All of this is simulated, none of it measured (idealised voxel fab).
The following is a process module called voxel ribs on slabs.
Displayed cross-section: cut, width of 200 nm, square cells sized 5 nm.
Square cells in a grid make up a cross-section in this document, and the grid is given as bands, listed from the top down, each one or more rows of cells. Top, bottom (nm), then materials left to right with widths (nm); lone material tagged "all across" fills the whole band edge to edge; "empty" = empty space. Height reference: 0 = level under which incoming wafer is all one material. Lowest band: no bottom, runs on downward, e.g. "0..down". So if you see something like "30 to 40" for the width, read it as the top row of the band sitting at the first number and the bottom row at the second, with every row in between moving by the same amount as the last. "nothing got changed" for a step: no cell of the cross-section changed in that step. Closed empty spaces (no open way to the top) of 8 cells or more are what "Internal closed voids" lists, each as width x height at distance from the left edge, nm for all three. It should be noted that, on the line of a given step, the content following the step's settings is a remark produced by the simulator itself with respect to that step. overlay nm: mask right of planned place by this much (step with mask). Neg. = left.

# Set out below are the planned steps of the process
| 1 | RECEIVE with material Si |
| 2 | DIRECTIONAL_DEP with material SiO2, thk nm 20 |
| 3 | DIRECTIONAL_DEP with material polySi, thk nm 15 |
| 4 | DIRECTIONAL_DEP with material aC, thk nm 10 |
| 5 | PATTERN with tone cover, mask id RIB, material resist, width nm 30, thk nm 30, overlay nm 0 |
| 6 | DIRECTIONAL_ETCH with etch materials aC, depth nm 10 |
| 7 | STRIP with etch materials resist |
| 8 | DIRECTIONAL_ETCH with etch materials polySi, depth nm 10 |
| 9 | STRIP with etch materials aC |
| 10 | MASKED_ETCH with tone cover, mask id SLAB, width nm 60, etch materials polySi, depth nm 5, overlay nm 0 |
| 11 | FILL_DEP with material SiO2, thk nm 20 |
| 12 | CMP with height nm 45 |
| 13 | DIRECTIONAL_DEP with material TiN, thk nm 10 |
| 14 | DIRECTIONAL_DEP with material aC, thk nm 10 |
| 15 | PATTERN with tone cover, mask id HEATER, material resist, width nm 40, thk nm 30, overlay nm 0 |
| 16 | DIRECTIONAL_ETCH with etch materials aC, depth nm 10 |
| 17 | STRIP with etch materials resist |
| 18 | DIRECTIONAL_ETCH with etch materials TiN, depth nm 10 |
| 19 | STRIP with etch materials aC |
| 20 | CONFORMAL_DEP with material SiO2, thk nm 5 |

# Run as planned: first of two wafers

# Wafer as received: cross-section following step 1
- 0..down: Si all across
- Internal closed voids: none

# Wafer after step 2 (cross-section)
- 20..0: SiO2 all across
- No changes below 0.

# Wafer after step 3 (cross-section)
- 35..20: polySi all across
- No changes below 20.

# Wafer after step 4 (cross-section)
- 45..35: aC all across
- No changes below 35.

# Wafer after step 5 (cross-section)
- 75..45: 85 of empty, then 30 of resist, then 85 of empty
- No changes below 45.

# Wafer after step 6 (cross-section)
- 65..45: 85 of empty, then 30 of resist, then 85 of empty
- 45..35: 85 of empty, then 30 of aC, then 85 of empty
- No changes below 35.

# Wafer after step 7 (cross-section)
- 45..35: 85 of empty, then 30 of aC, then 85 of empty
- No changes below 35.

# Wafer after step 8 (cross-section)
- 45..35: 85 of empty, then 30 of aC, then 85 of empty
- 35..25: 85 of empty, then 30 of polySi, then 85 of empty
- No changes below 25.

# Wafer after step 9 (cross-section)
- 35..25: 85 of empty, then 30 of polySi, then 85 of empty
- No changes below 25.

# Wafer after step 10 (cross-section)
- 35..25: 85 of empty, then 30 of polySi, then 85 of empty
- 25..20: 70 of empty, then 60 of polySi, then 70 of empty
- No changes below 20.

# Wafer after step 11 (cross-section)
- 55..35: SiO2 all across
- 35..25: 85 of SiO2, then 30 of polySi, then 85 of SiO2
- 25..20: 70 of SiO2, then 60 of polySi, then 70 of SiO2
- No changes below 20.

# Wafer after step 12 (cross-section)
- 45..35: SiO2 all across
- No changes below 35.

# Wafer after step 13 (cross-section)
- 55..45: TiN all across
- No changes below 45.

# Wafer after step 14 (cross-section)
- 65..55: aC all across
- No changes below 55.

# Wafer after step 15 (cross-section)
- 95..65: 80 of empty, then 40 of resist, then 80 of empty
- No changes below 65.

# Wafer after step 16 (cross-section)
- 85..65: 80 of empty, then 40 of resist, then 80 of empty
- 65..55: 80 of empty, then 40 of aC, then 80 of empty
- No changes below 55.

# Wafer after step 17 (cross-section)
- 65..55: 80 of empty, then 40 of aC, then 80 of empty
- No changes below 55.

# Wafer after step 18 (cross-section)
- 65..55: 80 of empty, then 40 of aC, then 80 of empty
- 55..45: 80 of empty, then 40 of TiN, then 80 of empty
- No changes below 45.

# Wafer after step 19 (cross-section)
- 55..45: 80 of empty, then 40 of TiN, then 80 of empty
- No changes below 45.

# Wafer after step 20 (cross-section)
- 60..55: 75 of empty, then 50 of SiO2, then 75 of empty
- 55..50: 75 of empty, then 5 of SiO2, then 40 of TiN, then 5 of SiO2, then 75 of empty
- 50..45: 80 of SiO2, then 40 of TiN, then 80 of SiO2
- No changes below 45.

# Second wafer - shared start and plan with the first - one error in running - same as the first up to step 9 inclusive

# Cross-section of the second wafer when, according to plan, step 10 should have finished
- 30..25: 85 of empty, then 30 of polySi, then 85 of empty
- 25..20: 70 of polySi, then 15 of empty, then 30 of polySi, then 15 of empty, then 70 of polySi
- No changes below 20.

# Cross-section of the second wafer when, according to plan, step 11 should have finished
- 50..30: SiO2 all across
- 30..25: 85 of SiO2, then 30 of polySi, then 85 of SiO2
- 25..20: 70 of polySi, then 15 of SiO2, then 30 of polySi, then 15 of SiO2, then 70 of polySi
- No changes below 20.

# Cross-section of the second wafer when, according to plan, step 12 should have finished
- 45..30: SiO2 all across
- No changes below 30.

# Cross-section of the second wafer when, according to plan, step 13 should have finished
- 55..45: TiN all across
- No changes below 45.

# Cross-section of the second wafer when, according to plan, step 14 should have finished
- 65..55: aC all across
- No changes below 55.

# Cross-section of the second wafer when, according to plan, step 15 should have finished
- 95..65: 80 of empty, then 40 of resist, then 80 of empty
- No changes below 65.

# Cross-section of the second wafer when, according to plan, step 16 should have finished
- 85..65: 80 of empty, then 40 of resist, then 80 of empty
- 65..55: 80 of empty, then 40 of aC, then 80 of empty
- No changes below 55.

# Cross-section of the second wafer when, according to plan, step 17 should have finished
- 65..55: 80 of empty, then 40 of aC, then 80 of empty
- No changes below 55.

# Cross-section of the second wafer when, according to plan, step 18 should have finished
- 65..55: 80 of empty, then 40 of aC, then 80 of empty
- 55..45: 80 of empty, then 40 of TiN, then 80 of empty
- No changes below 45.

# Cross-section of the second wafer when, according to plan, step 19 should have finished
- 55..45: 80 of empty, then 40 of TiN, then 80 of empty
- No changes below 45.

# Cross-section of the second wafer when, according to plan, step 20 should have finished
- 60..55: 75 of empty, then 50 of SiO2, then 75 of empty
- 55..50: 75 of empty, then 5 of SiO2, then 40 of TiN, then 5 of SiO2, then 75 of empty
- 50..45: 80 of SiO2, then 40 of TiN, then 80 of SiO2
- No changes below 45.
Finding, execution versus plan: for step 10, the planned setting was not used; the step was instead run as MASKED_ETCH with tone open, mask id SLAB, width nm 60, etch materials polySi, depth nm 5, overlay nm 0
Final comparison by cell count, materials where the second wafer has more or fewer than the first: 16 fewer of SiO2; 16 more of polySi
